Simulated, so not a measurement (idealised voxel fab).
Process module under the name voxel local oxidation
Square cells of 5 nm make up the cross-section cut, whose width is 235 nm.
The cross-sections in this document take the form of a grid made of square cells. They are written out as bands, in order from top to bottom. Each band consists of one or more rows of cells.
Heads up on the band format: heights come first, top then bottom, in nm. After that it's the materials left to right, each with its width in nm. A single material flagged "everywhere" fills the whole band edge to edge, and "blank" means there's empty space there.
For the purposes of this specification, 0 denotes the height below which the wafer in its as-received condition is composed wholly of one material, and the lowermost band, lacking a lower limit, extends downward without end, as expressed in "from 0 down".
Per-row width for "30 to 40": begins at first number (top row of band), ends at second number (bottom row), increment between rows held constant.
Key: "nothing altered" - step with no changed cell in the cross-section.
In "Closed void listing" the enclosed voids are listed, meaning empty spaces of 8 cells or larger without any opening to the top. The form is width x height at distance, distance from the left edge, units nm.
That trailing text on a step's line, after the settings, is the simulator's own remark on the step.
overlay nm: on a step with a mask, how far right of its planned place the mask lay; negative means left.
THIS SECTION LISTS THE PROCESS STEPS THAT WERE PLANNED
- 1: RECEIVE,material Si
- 2: OXIDIZE,depth nm 5
- 3: CONFORMAL_DEP,material SiN,thk nm 15
- 4: PATTERN,tone cover,mask id ACTIVE,material resist,width nm 130,thk nm 20,overlay nm 0
- 5: DIRECTIONAL_ETCH,etch materials SiN,depth nm 15
- 6: STRIP,etch materials resist
- 7: SELECTIVE_ETCH,etch materials SiO2,depth nm 5
- 8: OXIDIZE,depth nm 10
- 9: STRIP,etch materials SiN
INCOMING WAFER IN CROSS-SECTION (STATE: AFTER STEP 1)
    from 0 down = Si everywhere
    Closed void listing: none
CROSS-SECTION AT MODULE END, ONE RUN ERROR; START AND PLAN UNCHANGED FROM ABOVE
    from 0 to -5 = SiO2 45 nm | blank 140 nm | SiO2 50 nm
    from -5 to -15 = Si 35 nm | SiO2 160 nm | Si 40 nm
    from -15 down = Si everywhere
    Closed void listing: none
Misprocessing identified: for step 4, the planned setting was not used; the step was instead run as PATTERN,tone open,mask id ACTIVE,material resist,width nm 130,thk nm 20,overlay nm 0
